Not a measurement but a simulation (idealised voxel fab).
The following process module bears the name voxel self aligned contacts.
The cross-section on display is named cut; it measures 195 nm wide, and its cells are 5 nm squares.
A cross-section is written here as square cells arranged in a grid, and it is given in bands from the top down, each band taking up one or more rows of cells. First you get the band's top height and its bottom height, in nm, and then the materials it's made of, left to right, with each width in nm. If you see a single material with "edge to edge", that one covers the band edge to edge. "air" is empty space. Heights from 0 (as-received wafer is one material below). Bottom band endless downward, as "from 0 down". Read "30..40" as a graded width: first number on top, second number at the bottom, same change between each pair of neighbouring rows. For the purposes of this document, the phrase "stayed the same" attached to a step denotes that no cell within the cross-section was modified by that step. This entry, "Enclosed void entries", enumerates those empty regions of no fewer than 8 cells that possess no open connection to the top. Each region is reported in the form width x height at distance, the distance being taken from the left edge, with all three quantities expressed in nm. Heads up: the bit after the settings on a step's line is the simulator's remark on that step. The optional step-line setting "overlay nm" applies to steps with a mask and quantifies how far to the right of its planned location the mask lay, a negative value indicating leftward placement.

The planned process steps are enumerated hereunder:
- 1: op RECEIVE | material Si
- 2: op OXIDIZE | depth nm 5
- 3: op DIRECTIONAL_DEP | material polySi | thk nm 20
- 4: op DIRECTIONAL_DEP | material SiN | thk nm 25
- 5: op MASKED_ETCH | tone cover | mask id GATE | width nm 30 | pitch nm 70 | etch materials SiN | depth nm 25 | overlay nm 0
- 6: op MASKED_ETCH | tone cover | mask id GATE | width nm 30 | pitch nm 70 | etch materials polySi | depth nm 20 | overlay nm 0
- 7: op CONFORMAL_DEP | material SiN | thk nm 5
- 8: op DIRECTIONAL_ETCH | etch materials SiN | depth nm 10
- 9: op FILL_DEP | material SiO2 | thk nm 15
- 10: op CMP | height nm 50
- 11: op DIRECTIONAL_DEP | material aC | thk nm 15
- 12: op PATTERN | tone open | mask id CONTACT | material resist | width nm 50 | thk nm 35 | overlay nm 0
- 13: op DIRECTIONAL_ETCH | etch materials aC | depth nm 15
- 14: op STRIP | etch materials resist
- 15: op DIRECTIONAL_ETCH | etch materials SiO2 | depth nm 55
- 16: op STRIP | etch materials aC
- 17: op CONFORMAL_DEP | material TiN | thk nm 5
- 18: op FILL_DEP | material Ru | thk nm 10
- 19: op CMP | height nm 50
- 20: op CONFORMAL_DEP | material SiCN | thk nm 5
It is noted that the wafers described herein are identical at the outset and are distinguished by the thk nm of step 7; the value stated in the plan corresponds to the first wafer.

Here's the first of the wafers in cross-section, just as we got it, i.e. after step 1:
- from 0 down = Si edge to edge
- Enclosed void entries: none

Below is a per-wafer table. In it, each row describes the wafer at the end of the module by giving, for each material, the number of cells gained (+) or lost (-) since the wafer was received, and after that the closed voids of the wafer:
thk nm 5 | +44 Ru | -39 Si | +39 SiCN | +80 SiN | +227 SiO2 | +30 TiN | +48 polySi | Enclosed void entries: none
thk nm 10 | +20 Ru | -39 Si | +39 SiCN | +132 SiN | +199 SiO2 | +30 TiN | +48 polySi | Enclosed void entries: none
thk nm 15 | -39 Si | +39 SiCN | +207 SiN | +156 SiO2 | +18 TiN | +48 polySi | Enclosed void entries: none
thk nm 20 | -39 Si | +39 SiCN | +254 SiN | +127 SiO2 | +48 polySi | Enclosed void entries: none
thk nm 25 | -39 Si | +39 SiCN | +279 SiN | +102 SiO2 | +48 polySi | Enclosed void entries: none
